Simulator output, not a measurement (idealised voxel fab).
process module | voxel spacer lines
cross-section cut | 175 nm wide | cells 5 nm
A cross-section is a grid of square cells, given in bands from the top down. A band is one or more rows of cells.
Each band's line starts with the height of the band's top and of its bottom, in nm. Then come its materials from left to right, each with its width in nm. One material with "throughout" fills the band from edge to edge. "air" is empty space.
Height 0 is the level under which the wafer as received is all one material. The lowest band goes on downwards, as in "0 down".
A width such as "30 to 40" changes by the same amount from each row of cells to the next, from the band's top row to its bottom row.
"no change" after a step means that no cell of the cross-section changed.
closed voids: empty space of 8 cells or more with no open way to the top, each as width x height at its distance from the left edge, in nm
after a step's settings: what the simulator itself notes on the step
overlay nm, on a step with a mask: how far to the right of its planned place the mask lay; to the left if negative
plan
1 op RECEIVE | material Si
2 op CONFORMAL_DEP | material Al2O3 | thk nm 10
3 op DIRECTIONAL_DEP | material W | thk nm 15
4 op DIRECTIONAL_DEP | material polySi | thk nm 30
5 op PATTERN | tone cover | mask id MANDREL | material resist | width nm 15 | pitch nm 50 | thk nm 35 | overlay nm 0
6 op DIRECTIONAL_ETCH | etch materials polySi | depth nm 30
7 op STRIP | etch materials resist
8 op CONFORMAL_DEP | material SiO2 | thk nm 10
9 op DIRECTIONAL_ETCH | etch materials SiO2 | depth nm 10
10 op STRIP | etch materials polySi
11 op DIRECTIONAL_ETCH | etch materials W | depth nm 15
12 op STRIP | etch materials SiO2
13 op FILL_DEP | material lowk | thk nm 10
14 op CMP | height nm 25
varied across the wafers: width nm of step 5. The plan shows the first wafer's value. All wafers start alike
first wafer as received, after step 1
  0 down: Si throughout
  closed voids: none
each wafer at the end: cells of each material gained (+) or lost (-) since it was received, then its closed voids
width nm 15 | +70 Al2O3 | +36 W | +69 lowk | closed voids: none
width nm 20 | +70 Al2O3 | +36 W | +69 lowk | closed voids: none
width nm 25 | +70 Al2O3 | +36 W | +69 lowk | closed voids: none
width nm 30 | +70 Al2O3 | +36 W | +69 lowk | closed voids: none
